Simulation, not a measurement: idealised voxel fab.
process module | voxel capacitor over wiring
cross-section cut | 255 nm wide | cells 5 nm
A cross-section is a grid of square cells, given in bands from the top down. A band is one or more rows of cells.
Each band's line starts with the height of the band's top and of its bottom, in nm. Then come its materials from left to right, each with its width in nm. One material with "throughout" fills the band from edge to edge. "air" is empty space.
Height 0 is the level under which the wafer as received is all one material. The lowest band goes on downwards, as in "0 down".
A width such as "30 to 40" changes by the same amount from each row of cells to the next, from the band's top row to its bottom row.
"no change" after a step means that no cell of the cross-section changed.
closed voids: empty space of 8 cells or more with no open way to the top, each as width x height at its distance from the left edge, in nm
after a step's settings: what the simulator itself notes on the step
overlay nm, on a step with a mask: how far to the right of its planned place the mask lay; to the left if negative
Each pair below shows a cross-section before one step and the cross-section after it, down to the lowest band that changed. The line under each pair gives the step between them, with its settings. The pairs can come from different runs of this module on the same starting wafer, so a pair continues from the pair above only where its "before" says so.
before
  0 down: Si throughout
  closed voids: none
after
  15 to 0: SiO2 throughout
  below 0: unchanged
  closed voids: none
the step between: op CONFORMAL_DEP | material SiO2 | thk nm 15
before: the cross-section after the pair above
after
  20 to 15: TiN throughout
  below 15: unchanged
  closed voids: none
the step between: op DIRECTIONAL_DEP | material TiN | thk nm 5
before: the cross-section after the pair above
after
  35 to 20: W throughout
  below 20: unchanged
  closed voids: none
the step between: op DIRECTIONAL_DEP | material W | thk nm 15
before: the cross-section after the pair above
after
  50 to 35: air 80 | resist 20 | air 50 | resist 20 | air 85
  below 35: unchanged
  closed voids: none
the step between: op PATTERN | tone cover | mask id METAL_1 | material resist | width nm 20 | pitch nm 70 | thk nm 15 | overlay nm 0
before: the cross-section after the pair above
after
  50 to 35: air 80 | resist 20 | air 50 | resist 20 | air 85
  35 to 20: air 80 | W 20 | air 50 | W 20 | air 85
  below 20: unchanged
  closed voids: none
the step between: op DIRECTIONAL_ETCH | etch materials W | depth nm 15
before: the cross-section after the pair above
after
  50 to 35: air 80 | resist 20 | air 50 | resist 20 | air 85
  35 to 20: air 80 | W 20 | air 50 | W 20 | air 85
  20 to 15: air 80 | TiN 20 | air 50 | TiN 20 | air 85
  below 15: unchanged
  closed voids: none
the step between: op DIRECTIONAL_ETCH | etch materials TiN | depth nm 5
before: the cross-section after the pair above
after
  35 to 20: air 80 | W 20 | air 50 | W 20 | air 85
  below 20: unchanged
  closed voids: none
the step between: op STRIP | etch materials resist
before: the cross-section after the pair above
after
  40 to 35: air 75 | SiN 30 | air 40 | SiN 30 | air 80
  35 to 20: air 75 | SiN 5 | W 20 | SiN 5 | air 40 | SiN 5 | W 20 | SiN 5 | air 80
  20 to 15: SiN 80 | TiN 20 | SiN 50 | TiN 20 | SiN 85
  below 15: unchanged
  closed voids: none
the step between: op CONFORMAL_DEP | material SiN | thk nm 5
before: the cross-section after the pair above
after
  50 to 40: lowk throughout
  40 to 35: lowk 75 | SiN 30 | lowk 40 | SiN 30 | lowk 80
  35 to 20: lowk 75 | SiN 5 | W 20 | SiN 5 | lowk 40 | SiN 5 | W 20 | SiN 5 | lowk 80
  below 20: unchanged
  closed voids: none
the step between: op FILL_DEP | material lowk | thk nm 10
before: the cross-section after the pair above
after
  35 to 20: lowk 75 | SiN 5 | W 20 | SiN 5 | lowk 40 | SiN 5 | W 20 | SiN 5 | lowk 80
  below 20: unchanged
  closed voids: none
the step between: op CMP | height nm 35
before: the cross-section after the pair above
after
  40 to 35: SiCN throughout
  below 35: unchanged
  closed voids: none
the step between: op CONFORMAL_DEP | material SiCN | thk nm 5
before: the cross-section after the pair above
after
  60 to 40: lowk throughout
  below 40: unchanged
  closed voids: none
the step between: op DIRECTIONAL_DEP | material lowk | thk nm 20
before: the cross-section after the pair above
after
  70 to 60: aC throughout
  below 60: unchanged
  closed voids: none
the step between: op DIRECTIONAL_DEP | material aC | thk nm 10
before: the cross-section after the pair above
after
  95 to 70: resist 85 | air 15 | resist 155
  below 70: unchanged
  closed voids: none
the step between: op PATTERN | tone open | mask id PLUG_1 | material resist | width nm 15 | thk nm 25 | overlay nm 0
before: the cross-section after the pair above
after
  85 to 70: resist 85 | air 15 | resist 155
  70 to 60: aC 85 | air 15 | aC 155
  below 60: unchanged
  closed voids: none
the step between: op DIRECTIONAL_ETCH | etch materials aC | depth nm 10
before: the cross-section after the pair above
after
  70 to 60: aC 85 | air 15 | aC 155
  below 60: unchanged
  closed voids: none
the step between: op STRIP | etch materials resist
before: the cross-section after the pair above
after
  70 to 60: aC 85 | air 15 | aC 155
  60 to 40: lowk 85 | air 15 | lowk 155
  below 40: unchanged
  closed voids: none
the step between: op DIRECTIONAL_ETCH | etch materials lowk | depth nm 20
before: the cross-section after the pair above
after
  70 to 60: aC 85 | air 15 | aC 155
  60 to 40: lowk 85 | air 15 | lowk 155
  40 to 35: SiCN 85 | air 15 | SiCN 155
  below 35: unchanged
  closed voids: none
the step between: op DIRECTIONAL_ETCH | etch materials SiCN | depth nm 5
before: the cross-section after the pair above
after
  60 to 40: lowk 85 | air 15 | lowk 155
  below 40: unchanged
  closed voids: none
the step between: op STRIP | etch materials aC
before: the cross-section after the pair above
after
  65 to 60: TiN 90 | air 5 | TiN 160
  60 to 40: lowk 85 | TiN 5 | air 5 | TiN 5 | lowk 155
  40 to 35: SiCN 85 | TiN 15 | SiCN 155
  below 35: unchanged
  closed voids: none
the step between: op CONFORMAL_DEP | material TiN | thk nm 5
before: the cross-section after the pair above
after
  75 to 65: Ru throughout
  65 to 60: TiN 90 | Ru 5 | TiN 160
  60 to 40: lowk 85 | TiN 5 | Ru 5 | TiN 5 | lowk 155
  below 40: unchanged
  closed voids: none
the step between: op FILL_DEP | material Ru | thk nm 10
before: the cross-section after the pair above
after
  60 to 40: lowk 85 | TiN 5 | Ru 5 | TiN 5 | lowk 155
  below 40: unchanged
  closed voids: none
the step between: op CMP | height nm 60
before: the cross-section after the pair above
after
  70 to 60: TiN throughout
  below 60: unchanged
  closed voids: none
the step between: op DIRECTIONAL_DEP | material TiN | thk nm 10
before: the cross-section after the pair above
after
  75 to 70: SiN throughout
  below 70: unchanged
  closed voids: none
the step between: op DIRECTIONAL_DEP | material SiN | thk nm 5
before: the cross-section after the pair above
after
  80 to 75: TiN throughout
  below 75: unchanged
  closed voids: none
the step between: op DIRECTIONAL_DEP | material TiN | thk nm 5
before: the cross-section after the pair above
after
  100 to 80: air 85 | resist 55 | air 115
  below 80: unchanged
  closed voids: none
the step between: op PATTERN | tone cover | mask id UPPER_PLATE | material resist | width nm 55 | thk nm 20 | overlay nm 0
before: the cross-section after the pair above
after
  100 to 80: air 85 | resist 55 | air 115
  80 to 75: air 85 | TiN 55 | air 115
  below 75: unchanged
  closed voids: none
the step between: op DIRECTIONAL_ETCH | etch materials TiN | depth nm 5
before: the cross-section after the pair above
after
  100 to 80: air 85 | resist 55 | air 115
  80 to 75: air 85 | TiN 55 | air 115
  75 to 70: air 85 | SiN 55 | air 115
  below 70: unchanged
  closed voids: none
the step between: op DIRECTIONAL_ETCH | etch materials SiN | depth nm 5
before: the cross-section after the pair above
after
  80 to 75: air 85 | TiN 55 | air 115
  below 75: unchanged
  closed voids: none
the step between: op STRIP | etch materials resist
before: the cross-section after the pair above
after
  80 to 75: air 85 | TiN 55 | air 115
  75 to 70: air 85 | SiN 55 | air 115
  70 to 60: air 80 | TiN 65 | air 110
  below 60: unchanged
  closed voids: none
the step between: op MASKED_ETCH | tone cover | mask id LOWER_PLATE | width nm 65 | etch materials TiN | depth nm 10 | overlay nm 0
before: the cross-section after the pair above
after
  95 to 80: SiO2 throughout
  80 to 75: SiO2 85 | TiN 55 | SiO2 115
  75 to 70: SiO2 85 | SiN 55 | SiO2 115
  70 to 60: SiO2 80 | TiN 65 | SiO2 110
  below 60: unchanged
  closed voids: none
the step between: op FILL_DEP | material SiO2 | thk nm 15
before: the cross-section after the pair above
after
  90 to 80: SiO2 throughout
  below 80: unchanged
  closed voids: none
the step between: op CMP | height nm 90
before: the cross-section after the pair above
after
  105 to 90: aC throughout
  below 90: unchanged
  closed voids: none
the step between: op DIRECTIONAL_DEP | material aC | thk nm 15
before: the cross-section after the pair above
after
  135 to 105: resist 95 | air 15 | resist 145
  below 105: unchanged
  closed voids: none
the step between: op PATTERN | tone open | mask id PLUG_2 | material resist | width nm 15 | thk nm 30 | overlay nm 0
before: the cross-section after the pair above
after
  120 to 105: resist 95 | air 15 | resist 145
  105 to 90: aC 95 | air 15 | aC 145
  below 90: unchanged
  closed voids: none
the step between: op DIRECTIONAL_ETCH | etch materials aC | depth nm 15
before: the cross-section after the pair above
after
  105 to 90: aC 95 | air 15 | aC 145
  below 90: unchanged
  closed voids: none
the step between: op STRIP | etch materials resist
before: the cross-section after the pair above
after
  105 to 90: aC 95 | air 15 | aC 145
  90 to 80: SiO2 95 | air 15 | SiO2 145
  below 80: unchanged
  closed voids: none
the step between: op DIRECTIONAL_ETCH | etch materials SiO2 | depth nm 10
before: the cross-section after the pair above
after
  90 to 80: SiO2 95 | air 15 | SiO2 145
  below 80: unchanged
  closed voids: none
the step between: op STRIP | etch materials aC
before: the cross-section after the pair above
after
  95 to 90: TiN 100 | air 5 | TiN 150
  90 to 85: SiO2 95 | TiN 5 | air 5 | TiN 5 | SiO2 145
  85 to 75: SiO2 95 to 85 | TiN 15 to 55 | SiO2 145 to 115
  below 75: unchanged
  closed voids: none
the step between: op CONFORMAL_DEP | material TiN | thk nm 5
before: the cross-section after the pair above
after
  100 to 95: Ru throughout
  95 to 90: TiN 100 | Ru 5 | TiN 150
  90 to 85: SiO2 95 | TiN 5 | Ru 5 | TiN 5 | SiO2 145
  below 85: unchanged
  closed voids: none
the step between: op FILL_DEP | material Ru | thk nm 5
before: the cross-section after the pair above
after
  90 to 85: SiO2 95 | TiN 5 | Ru 5 | TiN 5 | SiO2 145
  below 85: unchanged
  closed voids: none
the step between: op CMP | height nm 90
before: the cross-section after the pair above
after
  95 to 90: SiCN throughout
  below 90: unchanged
  closed voids: none
the step between: op CONFORMAL_DEP | material SiCN | thk nm 5
before
  50 to 40: lowk throughout
  40 to 35: lowk 75 | SiN 30 | lowk 40 | SiN 30 | lowk 80
  35 to 20: lowk 75 | SiN 5 | W 20 | SiN 5 | lowk 40 | SiN 5 | W 20 | SiN 5 | lowk 80
  20 to 15: SiN 80 | TiN 20 | SiN 50 | TiN 20 | SiN 85
  15 to 0: SiO2 throughout
  0 down: Si throughout
  closed voids: none
after
  55 to 50: SiCN throughout
  below 50: unchanged
  closed voids: none
the step between: op CONFORMAL_DEP | material SiCN | thk nm 5
before: the cross-section after the pair above
after
  75 to 55: lowk throughout
  below 55: unchanged
  closed voids: none
the step between: op DIRECTIONAL_DEP | material lowk | thk nm 20
before: the cross-section after the pair above
after
  85 to 75: aC throughout
  below 75: unchanged
  closed voids: none
the step between: op DIRECTIONAL_DEP | material aC | thk nm 10
before: the cross-section after the pair above
after
  110 to 85: resist 85 | air 15 | resist 155
  below 85: unchanged
  closed voids: none
the step between: op PATTERN | tone open | mask id PLUG_1 | material resist | width nm 15 | thk nm 25 | overlay nm 0
before: the cross-section after the pair above
after
  100 to 85: resist 85 | air 15 | resist 155
  85 to 75: aC 85 | air 15 | aC 155
  below 75: unchanged
  closed voids: none
the step between: op DIRECTIONAL_ETCH | etch materials aC | depth nm 10
before: the cross-section after the pair above
after
  85 to 75: aC 85 | air 15 | aC 155
  below 75: unchanged
  closed voids: none
the step between: op STRIP | etch materials resist
before: the cross-section after the pair above
after
  85 to 75: aC 85 | air 15 | aC 155
  75 to 55: lowk 85 | air 15 | lowk 155
  below 55: unchanged
  closed voids: none
the step between: op DIRECTIONAL_ETCH | etch materials lowk | depth nm 20
before: the cross-section after the pair above
after
  85 to 75: aC 85 | air 15 | aC 155
  75 to 55: lowk 85 | air 15 | lowk 155
  55 to 50: SiCN 85 | air 15 | SiCN 155
  below 50: unchanged
  closed voids: none
the step between: op DIRECTIONAL_ETCH | etch materials SiCN | depth nm 5
before: the cross-section after the pair above
after
  75 to 55: lowk 85 | air 15 | lowk 155
  below 55: unchanged
  closed voids: none
the step between: op STRIP | etch materials aC
before: the cross-section after the pair above
after
  80 to 75: TiN 90 | air 5 | TiN 160
  75 to 55: lowk 85 | TiN 5 | air 5 | TiN 5 | lowk 155
  55 to 50: SiCN 85 | TiN 15 | SiCN 155
  below 50: unchanged
  closed voids: none
the step between: op CONFORMAL_DEP | material TiN | thk nm 5
before: the cross-section after the pair above
after
  90 to 80: Ru throughout
  80 to 75: TiN 90 | Ru 5 | TiN 160
  75 to 55: lowk 85 | TiN 5 | Ru 5 | TiN 5 | lowk 155
  below 55: unchanged
  closed voids: none
the step between: op FILL_DEP | material Ru | thk nm 10
before: the cross-section after the pair above
after
  60 to 55: lowk 85 | TiN 5 | Ru 5 | TiN 5 | lowk 155
  below 55: unchanged
  closed voids: none
the step between: op CMP | height nm 60
before: the cross-section after the pair above
after
  70 to 60: TiN throughout
  below 60: unchanged
  closed voids: none
the step between: op DIRECTIONAL_DEP | material TiN | thk nm 10
before: the cross-section after the pair above
after
  75 to 70: SiN throughout
  below 70: unchanged
  closed voids: none
the step between: op DIRECTIONAL_DEP | material SiN | thk nm 5
before: the cross-section after the pair above
after
  80 to 75: TiN throughout
  below 75: unchanged
  closed voids: none
the step between: op DIRECTIONAL_DEP | material TiN | thk nm 5
before: the cross-section after the pair above
after
  100 to 80: air 85 | resist 55 | air 115
  below 80: unchanged
  closed voids: none
the step between: op PATTERN | tone cover | mask id UPPER_PLATE | material resist | width nm 55 | thk nm 20 | overlay nm 0
before: the cross-section after the pair above
after
  100 to 80: air 85 | resist 55 | air 115
  80 to 75: air 85 | TiN 55 | air 115
  below 75: unchanged
  closed voids: none
the step between: op DIRECTIONAL_ETCH | etch materials TiN | depth nm 5
before: the cross-section after the pair above
after
  100 to 80: air 85 | resist 55 | air 115
  80 to 75: air 85 | TiN 55 | air 115
  75 to 70: air 85 | SiN 55 | air 115
  below 70: unchanged
  closed voids: none
the step between: op DIRECTIONAL_ETCH | etch materials SiN | depth nm 5
before: the cross-section after the pair above
after
  80 to 75: air 85 | TiN 55 | air 115
  below 75: unchanged
  closed voids: none
the step between: op STRIP | etch materials resist
before: the cross-section after the pair above
after
  80 to 75: air 85 | TiN 55 | air 115
  75 to 70: air 85 | SiN 55 | air 115
  70 to 60: air 80 | TiN 65 | air 110
  below 60: unchanged
  closed voids: none
the step between: op MASKED_ETCH | tone cover | mask id LOWER_PLATE | width nm 65 | etch materials TiN | depth nm 10 | overlay nm 0
before: the cross-section after the pair above
after
  95 to 80: SiO2 throughout
  80 to 75: SiO2 85 | TiN 55 | SiO2 115
  75 to 70: SiO2 85 | SiN 55 | SiO2 115
  70 to 60: SiO2 80 | TiN 65 | SiO2 110
  below 60: unchanged
  closed voids: none
the step between: op FILL_DEP | material SiO2 | thk nm 15
before: the cross-section after the pair above
after
  90 to 80: SiO2 throughout
  below 80: unchanged
  closed voids: none
the step between: op CMP | height nm 90
before: the cross-section after the pair above
after
  105 to 90: aC throughout
  below 90: unchanged
  closed voids: none
the step between: op DIRECTIONAL_DEP | material aC | thk nm 15
before: the cross-section after the pair above
after
  135 to 105: resist 95 | air 15 | resist 145
  below 105: unchanged
  closed voids: none
the step between: op PATTERN | tone open | mask id PLUG_2 | material resist | width nm 15 | thk nm 30 | overlay nm 0
before: the cross-section after the pair above
after
  120 to 105: resist 95 | air 15 | resist 145
  105 to 90: aC 95 | air 15 | aC 145
  below 90: unchanged
  closed voids: none
the step between: op DIRECTIONAL_ETCH | etch materials aC | depth nm 15
before: the cross-section after the pair above
after
  105 to 90: aC 95 | air 15 | aC 145
  below 90: unchanged
  closed voids: none
the step between: op STRIP | etch materials resist
before: the cross-section after the pair above
after
  105 to 90: aC 95 | air 15 | aC 145
  90 to 80: SiO2 95 | air 15 | SiO2 145
  below 80: unchanged
  closed voids: none
the step between: op DIRECTIONAL_ETCH | etch materials SiO2 | depth nm 10
before: the cross-section after the pair above
after
  90 to 80: SiO2 95 | air 15 | SiO2 145
  below 80: unchanged
  closed voids: none
the step between: op STRIP | etch materials aC
before: the cross-section after the pair above
after
  95 to 90: TiN 100 | air 5 | TiN 150
  90 to 85: SiO2 95 | TiN 5 | air 5 | TiN 5 | SiO2 145
  85 to 75: SiO2 95 to 85 | TiN 15 to 55 | SiO2 145 to 115
  below 75: unchanged
  closed voids: none
the step between: op CONFORMAL_DEP | material TiN | thk nm 5
before: the cross-section after the pair above
after
  100 to 95: Ru throughout
  95 to 90: TiN 100 | Ru 5 | TiN 150
  90 to 85: SiO2 95 | TiN 5 | Ru 5 | TiN 5 | SiO2 145
  below 85: unchanged
  closed voids: none
the step between: op FILL_DEP | material Ru | thk nm 5
before: the cross-section after the pair above
after
  90 to 85: SiO2 95 | TiN 5 | Ru 5 | TiN 5 | SiO2 145
  below 85: unchanged
  closed voids: none
the step between: op CMP | height nm 90
before: the cross-section after the pair above
after
  95 to 90: SiCN throughout
  below 90: unchanged
  closed voids: none
the step between: op CONFORMAL_DEP | material SiCN | thk nm 5
before
  15 to 0: SiO2 throughout
  0 down: Si throughout
  closed voids: none
after
  30 to 0: SiO2 throughout
  below 0: unchanged
  closed voids: none
the step between: op CONFORMAL_DEP | material SiO2 | thk nm 15
before: the cross-section after the pair above
after
  35 to 30: TiN throughout
  below 30: unchanged
  closed voids: none
the step between: op DIRECTIONAL_DEP | material TiN | thk nm 5
before: the cross-section after the pair above
after
  50 to 35: W throughout
  below 35: unchanged
  closed voids: none
the step between: op DIRECTIONAL_DEP | material W | thk nm 15
before: the cross-section after the pair above
after
  65 to 50: air 80 | resist 20 | air 50 | resist 20 | air 85
  below 50: unchanged
  closed voids: none
the step between: op PATTERN | tone cover | mask id METAL_1 | material resist | width nm 20 | pitch nm 70 | thk nm 15 | overlay nm 0
before: the cross-section after the pair above
after
  65 to 50: air 80 | resist 20 | air 50 | resist 20 | air 85
  50 to 35: air 80 | W 20 | air 50 | W 20 | air 85
  below 35: unchanged
  closed voids: none
the step between: op DIRECTIONAL_ETCH | etch materials W | depth nm 15
before: the cross-section after the pair above
after
  65 to 50: air 80 | resist 20 | air 50 | resist 20 | air 85
  50 to 35: air 80 | W 20 | air 50 | W 20 | air 85
  35 to 30: air 80 | TiN 20 | air 50 | TiN 20 | air 85
  below 30: unchanged
  closed voids: none
the step between: op DIRECTIONAL_ETCH | etch materials TiN | depth nm 5
before: the cross-section after the pair above
after
  50 to 35: air 80 | W 20 | air 50 | W 20 | air 85
  below 35: unchanged
  closed voids: none
the step between: op STRIP | etch materials resist
before: the cross-section after the pair above
after
  55 to 50: air 75 | SiN 30 | air 40 | SiN 30 | air 80
  50 to 35: air 75 | SiN 5 | W 20 | SiN 5 | air 40 | SiN 5 | W 20 | SiN 5 | air 80
  35 to 30: SiN 80 | TiN 20 | SiN 50 | TiN 20 | SiN 85
  below 30: unchanged
  closed voids: none
the step between: op CONFORMAL_DEP | material SiN | thk nm 5
before: the cross-section after the pair above
after
  65 to 55: lowk throughout
  55 to 50: lowk 75 | SiN 30 | lowk 40 | SiN 30 | lowk 80
  50 to 35: lowk 75 | SiN 5 | W 20 | SiN 5 | lowk 40 | SiN 5 | W 20 | SiN 5 | lowk 80
  below 35: unchanged
  closed voids: none
the step between: op FILL_DEP | material lowk | thk nm 10
before: the cross-section after the pair above
after
  35 to 30: SiN 80 | TiN 20 | SiN 50 | TiN 20 | SiN 85
  below 30: unchanged
  closed voids: none
the step between: op CMP | height nm 35
before: the cross-section after the pair above
after
  40 to 35: SiCN throughout
  below 35: unchanged
  closed voids: none
the step between: op CONFORMAL_DEP | material SiCN | thk nm 5
before: the cross-section after the pair above
after
  60 to 40: lowk throughout
  below 40: unchanged
  closed voids: none
the step between: op DIRECTIONAL_DEP | material lowk | thk nm 20
before: the cross-section after the pair above
after
  70 to 60: aC throughout
  below 60: unchanged
  closed voids: none
the step between: op DIRECTIONAL_DEP | material aC | thk nm 10
before: the cross-section after the pair above
after
  95 to 70: resist 85 | air 15 | resist 155
  below 70: unchanged
  closed voids: none
the step between: op PATTERN | tone open | mask id PLUG_1 | material resist | width nm 15 | thk nm 25 | overlay nm 0
before: the cross-section after the pair above
after
  85 to 70: resist 85 | air 15 | resist 155
  70 to 60: aC 85 | air 15 | aC 155
  below 60: unchanged
  closed voids: none
the step between: op DIRECTIONAL_ETCH | etch materials aC | depth nm 10
before: the cross-section after the pair above
after
  70 to 60: aC 85 | air 15 | aC 155
  below 60: unchanged
  closed voids: none
the step between: op STRIP | etch materials resist
before: the cross-section after the pair above
after
  70 to 60: aC 85 | air 15 | aC 155
  60 to 40: lowk 85 | air 15 | lowk 155
  below 40: unchanged
  closed voids: none
the step between: op DIRECTIONAL_ETCH | etch materials lowk | depth nm 20
before: the cross-section after the pair above
after
  70 to 60: aC 85 | air 15 | aC 155
  60 to 40: lowk 85 | air 15 | lowk 155
  40 to 35: SiCN 85 | air 15 | SiCN 155
  below 35: unchanged
  closed voids: none
the step between: op DIRECTIONAL_ETCH | etch materials SiCN | depth nm 5
before: the cross-section after the pair above
after
  60 to 40: lowk 85 | air 15 | lowk 155
  below 40: unchanged
  closed voids: none
the step between: op STRIP | etch materials aC
before: the cross-section after the pair above
after
  65 to 60: TiN 90 | air 5 | TiN 160
  60 to 40: lowk 85 | TiN 5 | air 5 | TiN 5 | lowk 155
  40 to 35: SiCN 85 | TiN 15 | SiCN 155
  below 35: unchanged
  closed voids: none
the step between: op CONFORMAL_DEP | material TiN | thk nm 5
before: the cross-section after the pair above
after
  75 to 65: Ru throughout
  65 to 60: TiN 90 | Ru 5 | TiN 160
  60 to 40: lowk 85 | TiN 5 | Ru 5 | TiN 5 | lowk 155
  below 40: unchanged
  closed voids: none
the step between: op FILL_DEP | material Ru | thk nm 10
before: the cross-section after the pair above
after
  60 to 40: lowk 85 | TiN 5 | Ru 5 | TiN 5 | lowk 155
  below 40: unchanged
  closed voids: none
the step between: op CMP | height nm 60
before: the cross-section after the pair above
after
  70 to 60: TiN throughout
  below 60: unchanged
  closed voids: none
the step between: op DIRECTIONAL_DEP | material TiN | thk nm 10
before: the cross-section after the pair above
after
  75 to 70: SiN throughout
  below 70: unchanged
  closed voids: none
the step between: op DIRECTIONAL_DEP | material SiN | thk nm 5
before: the cross-section after the pair above
after
  80 to 75: TiN throughout
  below 75: unchanged
  closed voids: none
the step between: op DIRECTIONAL_DEP | material TiN | thk nm 5
before: the cross-section after the pair above
after
  100 to 80: air 85 | resist 55 | air 115
  below 80: unchanged
  closed voids: none
the step between: op PATTERN | tone cover | mask id UPPER_PLATE | material resist | width nm 55 | thk nm 20 | overlay nm 0
before: the cross-section after the pair above
after
  100 to 80: air 85 | resist 55 | air 115
  80 to 75: air 85 | TiN 55 | air 115
  below 75: unchanged
  closed voids: none
the step between: op DIRECTIONAL_ETCH | etch materials TiN | depth nm 5
before: the cross-section after the pair above
after
  100 to 80: air 85 | resist 55 | air 115
  80 to 75: air 85 | TiN 55 | air 115
  75 to 70: air 85 | SiN 55 | air 115
  below 70: unchanged
  closed voids: none
the step between: op DIRECTIONAL_ETCH | etch materials SiN | depth nm 5
before: the cross-section after the pair above
after
  80 to 75: air 85 | TiN 55 | air 115
  below 75: unchanged
  closed voids: none
the step between: op STRIP | etch materials resist
before: the cross-section after the pair above
after
  80 to 75: air 85 | TiN 55 | air 115
  75 to 70: air 85 | SiN 55 | air 115
  70 to 60: air 80 | TiN 65 | air 110
  below 60: unchanged
  closed voids: none
the step between: op MASKED_ETCH | tone cover | mask id LOWER_PLATE | width nm 65 | etch materials TiN | depth nm 10 | overlay nm 0
before: the cross-section after the pair above
after
  95 to 80: SiO2 throughout
  80 to 75: SiO2 85 | TiN 55 | SiO2 115
  75 to 70: SiO2 85 | SiN 55 | SiO2 115
  70 to 60: SiO2 80 | TiN 65 | SiO2 110
  below 60: unchanged
  closed voids: none
the step between: op FILL_DEP | material SiO2 | thk nm 15
before: the cross-section after the pair above
after
  90 to 80: SiO2 throughout
  below 80: unchanged
  closed voids: none
the step between: op CMP | height nm 90
before: the cross-section after the pair above
after
  105 to 90: aC throughout
  below 90: unchanged
  closed voids: none
the step between: op DIRECTIONAL_DEP | material aC | thk nm 15
before: the cross-section after the pair above
after
  135 to 105: resist 95 | air 15 | resist 145
  below 105: unchanged
  closed voids: none
the step between: op PATTERN | tone open | mask id PLUG_2 | material resist | width nm 15 | thk nm 30 | overlay nm 0
before: the cross-section after the pair above
after
  120 to 105: resist 95 | air 15 | resist 145
  105 to 90: aC 95 | air 15 | aC 145
  below 90: unchanged
  closed voids: none
the step between: op DIRECTIONAL_ETCH | etch materials aC | depth nm 15
before: the cross-section after the pair above
after
  105 to 90: aC 95 | air 15 | aC 145
  below 90: unchanged
  closed voids: none
the step between: op STRIP | etch materials resist
before: the cross-section after the pair above
after
  105 to 90: aC 95 | air 15 | aC 145
  90 to 80: SiO2 95 | air 15 | SiO2 145
  below 80: unchanged
  closed voids: none
the step between: op DIRECTIONAL_ETCH | etch materials SiO2 | depth nm 10
before: the cross-section after the pair above
after
  90 to 80: SiO2 95 | air 15 | SiO2 145
  below 80: unchanged
  closed voids: none
the step between: op STRIP | etch materials aC
before: the cross-section after the pair above
after
  95 to 90: TiN 100 | air 5 | TiN 150
  90 to 85: SiO2 95 | TiN 5 | air 5 | TiN 5 | SiO2 145
  85 to 75: SiO2 95 to 85 | TiN 15 to 55 | SiO2 145 to 115
  below 75: unchanged
  closed voids: none
the step between: op CONFORMAL_DEP | material TiN | thk nm 5
before: the cross-section after the pair above
after
  100 to 95: Ru throughout
  95 to 90: TiN 100 | Ru 5 | TiN 150
  90 to 85: SiO2 95 | TiN 5 | Ru 5 | TiN 5 | SiO2 145
  below 85: unchanged
  closed voids: none
the step between: op FILL_DEP | material Ru | thk nm 5
before: the cross-section after the pair above
after
  90 to 85: SiO2 95 | TiN 5 | Ru 5 | TiN 5 | SiO2 145
  below 85: unchanged
  closed voids: none
the step between: op CMP | height nm 90
before: the cross-section after the pair above
after
  95 to 90: SiCN throughout
  below 90: unchanged
  closed voids: none
the step between: op CONFORMAL_DEP | material SiCN | thk nm 5
before
  60 to 40: lowk 85 | TiN 5 | Ru 5 | TiN 5 | lowk 155
  40 to 35: SiCN 85 | TiN 15 | SiCN 155
  35 to 20: lowk 75 | SiN 5 | W 20 | SiN 5 | lowk 40 | SiN 5 | W 20 | SiN 5 | lowk 80
  20 to 15: SiN 80 | TiN 20 | SiN 50 | TiN 20 | SiN 85
  15 to 0: SiO2 throughout
  0 down: Si throughout
  closed voids: none
after
  65 to 60: SiN throughout
  below 60: unchanged
  closed voids: none
the step between: op DIRECTIONAL_DEP | material SiN | thk nm 5
before: the cross-section after the pair above
after
  75 to 65: TiN throughout
  below 65: unchanged
  closed voids: none
the step between: op DIRECTIONAL_DEP | material TiN | thk nm 10
before: the cross-section after the pair above
after
  80 to 65: TiN throughout
  below 65: unchanged
  closed voids: none
the step between: op DIRECTIONAL_DEP | material TiN | thk nm 5
before: the cross-section after the pair above
after
  100 to 80: air 85 | resist 55 | air 115
  below 80: unchanged
  closed voids: none
the step between: op PATTERN | tone cover | mask id UPPER_PLATE | material resist | width nm 55 | thk nm 20 | overlay nm 0
before: the cross-section after the pair above
after
  100 to 80: air 85 | resist 55 | air 115
  80 to 75: air 85 | TiN 55 | air 115
  below 75: unchanged
  closed voids: none
the step between: op DIRECTIONAL_ETCH | etch materials TiN | depth nm 5
before: the cross-section after the pair above
after
  80 to 75: air 85 | TiN 55 | air 115
  below 75: unchanged
  closed voids: none
the step between: op STRIP | etch materials resist
before: the cross-section after the pair above
after
  80 to 75: air 85 | TiN 55 | air 115
  75 to 65: air 80 | TiN 65 | air 110
  below 65: unchanged
  closed voids: none
the step between: op MASKED_ETCH | tone cover | mask id LOWER_PLATE | width nm 65 | etch materials TiN | depth nm 10 | overlay nm 0
before: the cross-section after the pair above
after
  95 to 80: SiO2 throughout
  80 to 75: SiO2 85 | TiN 55 | SiO2 115
  75 to 65: SiO2 80 | TiN 65 | SiO2 110
  below 65: unchanged
  closed voids: none
the step between: op FILL_DEP | material SiO2 | thk nm 15
before: the cross-section after the pair above
after
  90 to 80: SiO2 throughout
  below 80: unchanged
  closed voids: none
the step between: op CMP | height nm 90
before: the cross-section after the pair above
after
  105 to 90: aC throughout
  below 90: unchanged
  closed voids: none
the step between: op DIRECTIONAL_DEP | material aC | thk nm 15
before: the cross-section after the pair above
after
  135 to 105: resist 95 | air 15 | resist 145
  below 105: unchanged
  closed voids: none
the step between: op PATTERN | tone open | mask id PLUG_2 | material resist | width nm 15 | thk nm 30 | overlay nm 0
before: the cross-section after the pair above
after
  120 to 105: resist 95 | air 15 | resist 145
  105 to 90: aC 95 | air 15 | aC 145
  below 90: unchanged
  closed voids: none
the step between: op DIRECTIONAL_ETCH | etch materials aC | depth nm 15
before: the cross-section after the pair above
after
  105 to 90: aC 95 | air 15 | aC 145
  below 90: unchanged
  closed voids: none
the step between: op STRIP | etch materials resist
before: the cross-section after the pair above
after
  105 to 90: aC 95 | air 15 | aC 145
  90 to 80: SiO2 95 | air 15 | SiO2 145
  below 80: unchanged
  closed voids: none
the step between: op DIRECTIONAL_ETCH | etch materials SiO2 | depth nm 10
before: the cross-section after the pair above
after
  90 to 80: SiO2 95 | air 15 | SiO2 145
  below 80: unchanged
  closed voids: none
the step between: op STRIP | etch materials aC
before: the cross-section after the pair above
after
  95 to 90: TiN 100 | air 5 | TiN 150
  90 to 85: SiO2 95 | TiN 5 | air 5 | TiN 5 | SiO2 145
  85 to 75: SiO2 95 to 85 | TiN 15 to 55 | SiO2 145 to 115
  below 75: unchanged
  closed voids: none
the step between: op CONFORMAL_DEP | material TiN | thk nm 5
before: the cross-section after the pair above
after
  100 to 95: Ru throughout
  95 to 90: TiN 100 | Ru 5 | TiN 150
  90 to 85: SiO2 95 | TiN 5 | Ru 5 | TiN 5 | SiO2 145
  below 85: unchanged
  closed voids: none
the step between: op FILL_DEP | material Ru | thk nm 5
before: the cross-section after the pair above
after
  90 to 85: SiO2 95 | TiN 5 | Ru 5 | TiN 5 | SiO2 145
  below 85: unchanged
  closed voids: none
the step between: op CMP | height nm 90
before: the cross-section after the pair above
after
  95 to 90: SiCN throughout
  below 90: unchanged
  closed voids: none
the step between: op CONFORMAL_DEP | material SiCN | thk nm 5
